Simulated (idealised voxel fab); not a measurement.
The name of this process module is voxel spacer lines.
The cross-section on display is named cut; it measures 260 nm wide, and its cells are 5 nm squares.
A cross-section is written here as square cells arranged in a grid, and it is given in bands from the top down, each band taking up one or more rows of cells.
The entry gives the band's vertical extent as a top height and a bottom height in nm, then its horizontal make-up as materials from left to right, each with a width in nm. "blank" stands for empty space; a single material marked "edge to edge" fills the band edge to edge.
Heights are measured from 0, the level below which the as-received wafer is all one material; the lowest band has no bottom and continues downward, written as in "top 0, no bottom".
The expression "30->40" gives the width at the extremes of the band, the first number at its top row of cells and the second at its bottom row, with the width changing by equal amounts from each row to the next in between.
Take "nothing got changed" at face value: in the step it is given for, the cross-section changed in none of its cells.
Any empty space of 8 cells or more lacking an open way to the top shows up in "Closed void roster" as width x height at distance, distance from the left edge, in nm.
On each step's line, the part that comes after the settings is the simulator's own comment on the step.
The "overlay nm" setting may appear on a step's line; for a step that uses a mask, it gives how far to the right of its planned position the mask lay, and a negative value indicates the left.
THE FOLLOWING LIST GIVES THE PLANNED PROCESS STEPS
1: op RECEIVE | material Si
2: op CONFORMAL_DEP | material Al2O3 | thk nm 5
3: op DIRECTIONAL_DEP | material SiN | thk nm 15
4: op DIRECTIONAL_DEP | material aC | thk nm 25
5: op PATTERN | tone cover | mask id MANDREL | material resist | width nm 20 | pitch nm 60 | thk nm 35 | overlay nm 0
6: op DIRECTIONAL_ETCH | etch materials aC | depth nm 25
7: op STRIP | etch materials resist
8: op CONFORMAL_DEP | material SiO2 | thk nm 10
9: op DIRECTIONAL_ETCH | etch materials SiO2 | depth nm 10
10: op STRIP | etch materials aC
11: op DIRECTIONAL_ETCH | etch materials SiN | depth nm 15
12: op STRIP | etch materials SiO2
WHAT FOLLOWS COVERS THE FIRST OF TWO WAFERS; IT RAN AS PLANNED
CROSS-SECTION: WAFER ON ARRIVAL = AFTER STEP 1
- top 0, no bottom = Si edge to edge
- Closed void roster: none
YOU'RE LOOKING AT A CROSS-SECTION OF THE WAFER AFTER STEP 2
- top 5, bottom 0 = Al2O3 edge to edge
- Note: structure below 0 unchanged.
YOU'RE LOOKING AT A CROSS-SECTION OF THE WAFER AFTER STEP 3
- top 20, bottom 5 = SiN edge to edge
- Note: structure below 5 unchanged.
YOU'RE LOOKING AT A CROSS-SECTION OF THE WAFER AFTER STEP 4
- top 45, bottom 20 = aC edge to edge
- Note: structure below 20 unchanged.
YOU'RE LOOKING AT A CROSS-SECTION OF THE WAFER AFTER STEP 5
- top 80, bottom 45 = 90 of blank, then 20 of resist, then 40 of blank, then 20 of resist, then 90 of blank
- Note: structure below 45 unchanged.
YOU'RE LOOKING AT A CROSS-SECTION OF THE WAFER AFTER STEP 6
- top 55, bottom 45 = 90 of blank, then 20 of resist, then 40 of blank, then 20 of resist, then 90 of blank
- top 45, bottom 20 = 90 of blank, then 20 of aC, then 40 of blank, then 20 of aC, then 90 of blank
- Note: structure below 20 unchanged.
YOU'RE LOOKING AT A CROSS-SECTION OF THE WAFER AFTER STEP 7
- top 45, bottom 20 = 90 of blank, then 20 of aC, then 40 of blank, then 20 of aC, then 90 of blank
- Note: structure below 20 unchanged.
YOU'RE LOOKING AT A CROSS-SECTION OF THE WAFER AFTER STEP 8
- top 55, bottom 45 = 80 of blank, then 40 of SiO2, then 20 of blank, then 40 of SiO2, then 80 of blank
- top 45, bottom 30 = 80 of blank, then 10 of SiO2, then 20 of aC, then 10 of SiO2, then 20 of blank, then 10 of SiO2, then 20 of aC, then 10 of SiO2, then 80 of blank
- top 30, bottom 20 = 90 of SiO2, then 20 of aC, then 40 of SiO2, then 20 of aC, then 90 of SiO2
- Note: structure below 20 unchanged.
YOU'RE LOOKING AT A CROSS-SECTION OF THE WAFER AFTER STEP 9
- top 45, bottom 20 = 80 of blank, then 10 of SiO2, then 20 of aC, then 10 of SiO2, then 20 of blank, then 10 of SiO2, then 20 of aC, then 10 of SiO2, then 80 of blank
- Note: structure below 20 unchanged.
YOU'RE LOOKING AT A CROSS-SECTION OF THE WAFER AFTER STEP 10
- top 45, bottom 20 = 80 of blank, then 10 of SiO2, then 20 of blank, then 10 of SiO2, then 20 of blank, then 10 of SiO2, then 20 of blank, then 10 of SiO2, then 80 of blank
- Note: structure below 20 unchanged.
YOU'RE LOOKING AT A CROSS-SECTION OF THE WAFER AFTER STEP 11
- top 45, bottom 20 = 80 of blank, then 10 of SiO2, then 20 of blank, then 10 of SiO2, then 20 of blank, then 10 of SiO2, then 20 of blank, then 10 of SiO2, then 80 of blank
- top 20, bottom 5 = 80 of blank, then 10 of SiN, then 20 of blank, then 10 of SiN, then 20 of blank, then 10 of SiN, then 20 of blank, then 10 of SiN, then 80 of blank
- Note: structure below 5 unchanged.
YOU'RE LOOKING AT A CROSS-SECTION OF THE WAFER AFTER STEP 12
- top 20, bottom 5 = 80 of blank, then 10 of SiN, then 20 of blank, then 10 of SiN, then 20 of blank, then 10 of SiN, then 20 of blank, then 10 of SiN, then 80 of blank
- Note: structure below 5 unchanged.
SECOND WAFER: SAME START AND SAME PLAN AS THE FIRST, ONE EXECUTION ERROR; IDENTICAL TO THE FIRST THROUGH STEP 2
CROSS-SECTION OF THE SECOND WAFER WHEN, ACCORDING TO PLAN, STEP 3 SHOULD HAVE FINISHED
- top 35, bottom 5 = SiN edge to edge
- Note: structure below 5 unchanged.
CROSS-SECTION OF THE SECOND WAFER WHEN, ACCORDING TO PLAN, STEP 4 SHOULD HAVE FINISHED
- top 60, bottom 35 = aC edge to edge
- Note: structure below 35 unchanged.
CROSS-SECTION OF THE SECOND WAFER WHEN, ACCORDING TO PLAN, STEP 5 SHOULD HAVE FINISHED
- top 95, bottom 60 = 90 of blank, then 20 of resist, then 40 of blank, then 20 of resist, then 90 of blank
- Note: structure below 60 unchanged.
CROSS-SECTION OF THE SECOND WAFER WHEN, ACCORDING TO PLAN, STEP 6 SHOULD HAVE FINISHED
- top 70, bottom 60 = 90 of blank, then 20 of resist, then 40 of blank, then 20 of resist, then 90 of blank
- top 60, bottom 35 = 90 of blank, then 20 of aC, then 40 of blank, then 20 of aC, then 90 of blank
- Note: structure below 35 unchanged.
CROSS-SECTION OF THE SECOND WAFER WHEN, ACCORDING TO PLAN, STEP 7 SHOULD HAVE FINISHED
- top 60, bottom 35 = 90 of blank, then 20 of aC, then 40 of blank, then 20 of aC, then 90 of blank
- Note: structure below 35 unchanged.
CROSS-SECTION OF THE SECOND WAFER WHEN, ACCORDING TO PLAN, STEP 8 SHOULD HAVE FINISHED
- top 70, bottom 60 = 80 of blank, then 40 of SiO2, then 20 of blank, then 40 of SiO2, then 80 of blank
- top 60, bottom 45 = 80 of blank, then 10 of SiO2, then 20 of aC, then 10 of SiO2, then 20 of blank, then 10 of SiO2, then 20 of aC, then 10 of SiO2, then 80 of blank
- top 45, bottom 35 = 90 of SiO2, then 20 of aC, then 40 of SiO2, then 20 of aC, then 90 of SiO2
- Note: structure below 35 unchanged.
CROSS-SECTION OF THE SECOND WAFER WHEN, ACCORDING TO PLAN, STEP 9 SHOULD HAVE FINISHED
- top 60, bottom 35 = 80 of blank, then 10 of SiO2, then 20 of aC, then 10 of SiO2, then 20 of blank, then 10 of SiO2, then 20 of aC, then 10 of SiO2, then 80 of blank
- Note: structure below 35 unchanged.
CROSS-SECTION OF THE SECOND WAFER WHEN, ACCORDING TO PLAN, STEP 10 SHOULD HAVE FINISHED
- top 60, bottom 35 = 80 of blank, then 10 of SiO2, then 20 of blank, then 10 of SiO2, then 20 of blank, then 10 of SiO2, then 20 of blank, then 10 of SiO2, then 80 of blank
- Note: structure below 35 unchanged.
CROSS-SECTION OF THE SECOND WAFER WHEN, ACCORDING TO PLAN, STEP 11 SHOULD HAVE FINISHED
- top 60, bottom 35 = 80 of blank, then 10 of SiO2, then 20 of blank, then 10 of SiO2, then 20 of blank, then 10 of SiO2, then 20 of blank, then 10 of SiO2, then 80 of blank
- top 35, bottom 20 = 80 of blank, then 10 of SiN, then 20 of blank, then 10 of SiN, then 20 of blank, then 10 of SiN, then 20 of blank, then 10 of SiN, then 80 of blank
- Note: structure below 20 unchanged.
CROSS-SECTION OF THE SECOND WAFER WHEN, ACCORDING TO PLAN, STEP 12 SHOULD HAVE FINISHED
- top 35, bottom 20 = 80 of blank, then 10 of SiN, then 20 of blank, then 10 of SiN, then 20 of blank, then 10 of SiN, then 20 of blank, then 10 of SiN, then 80 of blank
- Note: structure below 20 unchanged.
Plan not followed: yeah, plan step 3 got run twice
Per the end-of-run cell counts, the second wafer holds more or fewer of some materials than the first: SiN: 156 more
